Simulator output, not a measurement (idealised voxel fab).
process module | voxel wiring stack
cross-section cut | 265 nm wide | cells 5 nm
A cross-section is a grid of square cells, given in bands from the top down. A band is one or more rows of cells.
Each band's line starts with the height of the band's top and of its bottom, in nm. Then come its materials from left to right, each with its width in nm. One material with "throughout" fills the band from edge to edge. "air" is empty space.
Height 0 is the level under which the wafer as received is all one material. The lowest band goes on downwards, as in "0 down".
A width such as "30 to 40" changes by the same amount from each row of cells to the next, from the band's top row to its bottom row.
"no change" after a step means that no cell of the cross-section changed.
closed voids: empty space of 8 cells or more with no open way to the top, each as width x height at its distance from the left edge, in nm
after a step's settings: what the simulator itself notes on the step
overlay nm, on a step with a mask: how far to the right of its planned place the mask lay; to the left if negative
plan
1 op RECEIVE | material Si
2 op CONFORMAL_DEP | material SiO2 | thk nm 10
3 op CONFORMAL_DEP | material SiN | thk nm 5
4 op DIRECTIONAL_DEP | material SiO2 | thk nm 15
5 op DIRECTIONAL_DEP | material aC | thk nm 10
6 op PATTERN | tone open | mask id METAL_1 | material resist | width nm 20 | pitch nm 45 | thk nm 25 | overlay nm 0
7 op DIRECTIONAL_ETCH | etch materials aC | depth nm 10
8 op STRIP | etch materials resist
9 op DIRECTIONAL_ETCH | etch materials SiO2 | depth nm 15
10 op DIRECTIONAL_ETCH | etch materials SiN | depth nm 5
11 op STRIP | etch materials aC
12 op CONFORMAL_DEP | material TiN | thk nm 5
13 op FILL_DEP | material W | thk nm 10
14 op CMP | height nm 30
15 op CONFORMAL_DEP | material SiCN | thk nm 5
16 op DIRECTIONAL_DEP | material SiO2 | thk nm 35
17 op DIRECTIONAL_DEP | material aC | thk nm 10
18 op PATTERN | tone open | mask id METAL_2_HOLES | material resist | width nm 15 | pitch nm 90 | thk nm 30 | overlay nm 0
19 op DIRECTIONAL_ETCH | etch materials aC | depth nm 10
20 op STRIP | etch materials resist
21 op DIRECTIONAL_ETCH | etch materials SiO2 | depth nm 35
22 op STRIP | etch materials aC
23 op MASKED_ETCH | tone open | mask id METAL_2 | width nm 20 | pitch nm 45 | etch materials SiO2 | depth nm 20 | overlay nm 0
24 op MASKED_ETCH | tone open | mask id METAL_2 | width nm 20 | pitch nm 45 | etch materials SiCN | depth nm 5 | overlay nm 0
25 op CONFORMAL_DEP | material TiN | thk nm 5
26 op FILL_DEP | material Cu | thk nm 10
27 op CMP | height nm 70
28 op CONFORMAL_DEP | material SiCN | thk nm 5
29 op DIRECTIONAL_DEP | material lowk | thk nm 25
30 op PATTERN | tone open | mask id METAL_3 | material resist | width nm 20 | pitch nm 45 | thk nm 20 | overlay nm 0
31 op DIRECTIONAL_ETCH | etch materials lowk | depth nm 15
32 op STRIP | etch materials resist
33 op MASKED_ETCH | tone open | mask id METAL_3_HOLES | width nm 15 | pitch nm 45 | etch materials lowk | depth nm 10 | overlay nm 0
34 op MASKED_ETCH | tone open | mask id METAL_3_HOLES | width nm 15 | pitch nm 45 | etch materials SiCN | depth nm 5 | overlay nm 0
35 op CONFORMAL_DEP | material TiN | thk nm 5
36 op FILL_DEP | material Cu | thk nm 10
37 op CMP | height nm 100
38 op CONFORMAL_DEP | material SiCN | thk nm 5
39 op DIRECTIONAL_DEP | material lowk | thk nm 25
40 op MASKED_ETCH | tone open | mask id METAL_4_HOLES | width nm 15 | pitch nm 45 | etch materials lowk | depth nm 25 | overlay nm 0
41 op MASKED_ETCH | tone open | mask id METAL_4 | width nm 20 | pitch nm 45 | etch materials lowk | depth nm 15 | overlay nm 0
42 op MASKED_ETCH | tone open | mask id METAL_4 | width nm 20 | pitch nm 45 | etch materials SiCN | depth nm 5 | overlay nm 0
43 op CONFORMAL_DEP | material TiN | thk nm 5
44 op FILL_DEP | material Ru | thk nm 10
45 op CMP | height nm 130
46 op CONFORMAL_DEP | material SiCN | thk nm 5
as received, after step 1
  0 down: Si throughout
  closed voids: none
a wafer at the end: this start, this plan, one mistake
  135 to 130: SiCN throughout
  130 to 120: lowk 55 | TiN 5 | Ru 10 | TiN 5 | lowk 25 | TiN 5 | Ru 10 | TiN 5 | lowk 25 | TiN 5 | Ru 10 | TiN 5 | lowk 25 | TiN 5 | Ru 10 | TiN 5 | lowk 55
  120 to 115: lowk 55 | TiN 5 | Ru 5 | TiN 10 | lowk 25 | TiN 5 | Ru 5 | TiN 10 | lowk 25 | TiN 5 | Ru 5 | TiN 10 | lowk 25 | TiN 5 | Ru 5 | TiN 10 | lowk 55
  115 to 105: lowk 55 | TiN 5 | Ru 5 | TiN 5 | lowk 30 | TiN 5 | Ru 5 | TiN 5 | lowk 30 | TiN 5 | Ru 5 | TiN 5 | lowk 30 | TiN 5 | Ru 5 | TiN 5 | lowk 60
  105 to 100: SiCN 55 | TiN 15 | SiCN 30 | TiN 15 | SiCN 30 | TiN 15 | SiCN 30 | TiN 15 | SiCN 60
  100 to 90: lowk 55 | TiN 5 | Cu 10 | TiN 5 | lowk 25 | TiN 5 | Cu 10 | TiN 5 | lowk 25 | TiN 5 | Cu 10 | TiN 5 | lowk 25 | TiN 5 | Cu 10 | TiN 5 | lowk 55
  90 to 85: lowk 55 | TiN 5 | Cu 5 | TiN 10 | lowk 25 | TiN 5 | Cu 5 | TiN 10 | lowk 25 | TiN 5 | Cu 5 | TiN 10 | lowk 25 | TiN 5 | Cu 5 | TiN 10 | lowk 55
  85 to 75: lowk 55 | TiN 5 | Cu 5 | TiN 5 | lowk 30 | TiN 5 | Cu 5 | TiN 5 | lowk 30 | TiN 5 | Cu 5 | TiN 5 | lowk 30 | TiN 5 | Cu 5 | TiN 5 | lowk 60
  75 to 70: SiCN 55 | TiN 15 | SiCN 30 | TiN 15 | SiCN 30 | TiN 15 | SiCN 30 | TiN 15 | SiCN 60
  70 to 55: SiO2 50 | TiN 5 | Cu 15 | TiN 5 | SiO2 25 | TiN 5 | Cu 10 | TiN 5 | SiO2 20 | TiN 5 | Cu 15 | TiN 5 | SiO2 25 | TiN 5 | Cu 10 | TiN 5 | SiO2 55
  55 to 50: SiO2 50 | TiN 5 | Cu 5 | TiN 15 | SiO2 25 | TiN 20 | SiO2 20 | TiN 5 | Cu 5 | TiN 15 | SiO2 25 | TiN 20 | SiO2 55
  50 to 40: SiO2 50 | TiN 5 | Cu 5 | TiN 5 | SiO2 75 | TiN 5 | Cu 5 | TiN 5 | SiO2 110
  40 to 35: SiO2 50 | TiN 15 | SiO2 75 | TiN 15 | SiO2 110
  35 to 30: SiCN 55 | TiN 10 | SiCN 80 | TiN 10 | SiCN 110
  30 to 15: SiO2 55 | TiN 5 | W 10 | TiN 5 | SiO2 25 | TiN 5 | W 10 | TiN 5 | SiO2 25 | TiN 5 | W 10 | TiN 5 | SiO2 25 | TiN 5 | W 10 | TiN 5 | SiO2 55
  15 to 10: SiN 55 | TiN 20 | SiN 25 | TiN 20 | SiN 25 | TiN 20 | SiN 25 | TiN 20 | SiN 55
  10 to 0: SiO2 throughout
  0 down: Si throughout
  closed voids: none
what went wrong: step 18 ran as: op PATTERN | tone open | mask id METAL_2_HOLES | material resist | width nm 15 | pitch nm 90 | thk nm 30 | overlay nm -5
